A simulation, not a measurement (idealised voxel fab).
process module | voxel self aligned vias
cross-section cut | 220 nm wide | cells 5 nm
A cross-section is a grid of square cells, given in bands from the top down. A band is one or more rows of cells.
Each band's line starts with the height of the band's top and of its bottom, in nm. Then come its materials from left to right, each with its width in nm. One material with "throughout" fills the band from edge to edge. "air" is empty space.
Height 0 is the level under which the wafer as received is all one material. The lowest band goes on downwards, as in "0 down".
A width such as "30 to 40" changes by the same amount from each row of cells to the next, from the band's top row to its bottom row.
"no change" after a step means that no cell of the cross-section changed.
closed voids: empty space of 8 cells or more with no open way to the top, each as width x height at its distance from the left edge, in nm
after a step's settings: what the simulator itself notes on the step
overlay nm, on a step with a mask: how far to the right of its planned place the mask lay; to the left if negative
plan
1 op RECEIVE | material Si
2 op CONFORMAL_DEP | material SiO2 | thk nm 10
3 op CONFORMAL_DEP | material SiCN | thk nm 5
4 op DIRECTIONAL_DEP | material SiO2 | thk nm 25
5 op PATTERN | tone open | mask id LINES | material resist | width nm 20 | pitch nm 50 | thk nm 15 | overlay nm 0
6 op DIRECTIONAL_ETCH | etch materials SiO2 | depth nm 25
7 op STRIP | etch materials resist
8 op CONFORMAL_DEP | material TiN | thk nm 5
9 op FILL_DEP | material W | thk nm 10
10 op CMP | height nm 40
11 op SELECTIVE_ETCH | etch materials W Ru TiN | depth nm 5
12 op FILL_DEP | material SiN | thk nm 10
13 op CMP | height nm 40
14 op DIRECTIONAL_DEP | material SiO2 | thk nm 15
15 op MASKED_ETCH | tone open | mask id VIAS | width nm 30 | pitch nm 100 | etch materials SiO2 | depth nm 15 | overlay nm 0
16 op MASKED_ETCH | tone open | mask id VIAS | width nm 30 | pitch nm 100 | etch materials SiN | depth nm 5 | overlay nm 0
17 op CONFORMAL_DEP | material TiN | thk nm 5
18 op FILL_DEP | material Ru | thk nm 10
19 op CMP | height nm 55
20 op CONFORMAL_DEP | material SiN | thk nm 5
first wafer, as planned
as received, after step 1
  0 down: Si throughout
  closed voids: none
after step 2
  10 to 0: SiO2 throughout
  below 0: unchanged
after step 3
  15 to 10: SiCN throughout
  below 10: unchanged
after step 4
  40 to 15: SiO2 throughout
  below 15: unchanged
after step 5
  55 to 40: resist 50 | air 20 | resist 30 | air 20 | resist 30 | air 20 | resist 50
  below 40: unchanged
after step 6
  55 to 40: resist 50 | air 20 | resist 30 | air 20 | resist 30 | air 20 | resist 50
  40 to 15: SiO2 50 | air 20 | SiO2 30 | air 20 | SiO2 30 | air 20 | SiO2 50
  below 15: unchanged
after step 7
  40 to 15: SiO2 50 | air 20 | SiO2 30 | air 20 | SiO2 30 | air 20 | SiO2 50
  below 15: unchanged
after step 8
  45 to 40: TiN 55 | air 10 | TiN 40 | air 10 | TiN 40 | air 10 | TiN 55
  40 to 20: SiO2 50 | TiN 5 | air 10 | TiN 5 | SiO2 30 | TiN 5 | air 10 | TiN 5 | SiO2 30 | TiN 5 | air 10 | TiN 5 | SiO2 50
  20 to 15: SiO2 50 | TiN 20 | SiO2 30 | TiN 20 | SiO2 30 | TiN 20 | SiO2 50
  below 15: unchanged
after step 9
  55 to 45: W throughout
  45 to 40: TiN 55 | W 10 | TiN 40 | W 10 | TiN 40 | W 10 | TiN 55
  40 to 20: SiO2 50 | TiN 5 | W 10 | TiN 5 | SiO2 30 | TiN 5 | W 10 | TiN 5 | SiO2 30 | TiN 5 | W 10 | TiN 5 | SiO2 50
  below 20: unchanged
after step 10
  40 to 20: SiO2 50 | TiN 5 | W 10 | TiN 5 | SiO2 30 | TiN 5 | W 10 | TiN 5 | SiO2 30 | TiN 5 | W 10 | TiN 5 | SiO2 50
  below 20: unchanged
after step 11
  40 to 35: SiO2 50 | air 20 | SiO2 30 | air 20 | SiO2 30 | air 20 | SiO2 50
  below 35: unchanged
after step 12
  50 to 40: SiN throughout
  40 to 35: SiO2 50 | SiN 20 | SiO2 30 | SiN 20 | SiO2 30 | SiN 20 | SiO2 50
  below 35: unchanged
after step 13
  40 to 35: SiO2 50 | SiN 20 | SiO2 30 | SiN 20 | SiO2 30 | SiN 20 | SiO2 50
  below 35: unchanged
after step 14
  55 to 40: SiO2 throughout
  below 40: unchanged
after step 15
  55 to 40: SiO2 45 | air 30 | SiO2 70 | air 30 | SiO2 45
  below 40: unchanged
after step 16
  55 to 40: SiO2 45 | air 30 | SiO2 70 | air 30 | SiO2 45
  40 to 35: SiO2 50 | air 20 | SiO2 30 | SiN 20 | SiO2 30 | air 20 | SiO2 50
  below 35: unchanged
after step 17
  60 to 55: TiN 50 | air 20 | TiN 80 | air 20 | TiN 50
  55 to 45: SiO2 45 | TiN 5 | air 20 | TiN 5 | SiO2 70 | TiN 5 | air 20 | TiN 5 | SiO2 45
  45 to 40: SiO2 45 | TiN 10 | air 10 | TiN 10 | SiO2 70 | TiN 10 | air 10 | TiN 10 | SiO2 45
  40 to 35: SiO2 50 | TiN 20 | SiO2 30 | SiN 20 | SiO2 30 | TiN 20 | SiO2 50
  below 35: unchanged
after step 18
  70 to 60: Ru throughout
  60 to 55: TiN 50 | Ru 20 | TiN 80 | Ru 20 | TiN 50
  55 to 45: SiO2 45 | TiN 5 | Ru 20 | TiN 5 | SiO2 70 | TiN 5 | Ru 20 | TiN 5 | SiO2 45
  45 to 40: SiO2 45 | TiN 10 | Ru 10 | TiN 10 | SiO2 70 | TiN 10 | Ru 10 | TiN 10 | SiO2 45
  below 40: unchanged
after step 19
  55 to 45: SiO2 45 | TiN 5 | Ru 20 | TiN 5 | SiO2 70 | TiN 5 | Ru 20 | TiN 5 | SiO2 45
  below 45: unchanged
after step 20
  60 to 55: SiN throughout
  below 55: unchanged
second wafer: like start, like plan, one mistake. Through step 18 it matches the first wafer
when step 19 should have ended
  65 to 60: Ru throughout
  below 60: unchanged
when step 20 should have ended
  70 to 65: SiN throughout
  below 65: unchanged
what went wrong: step 19 ran as: op CMP | height nm 65
at the end the second wafer has, in cells: 52 more of Ru | 36 more of TiN
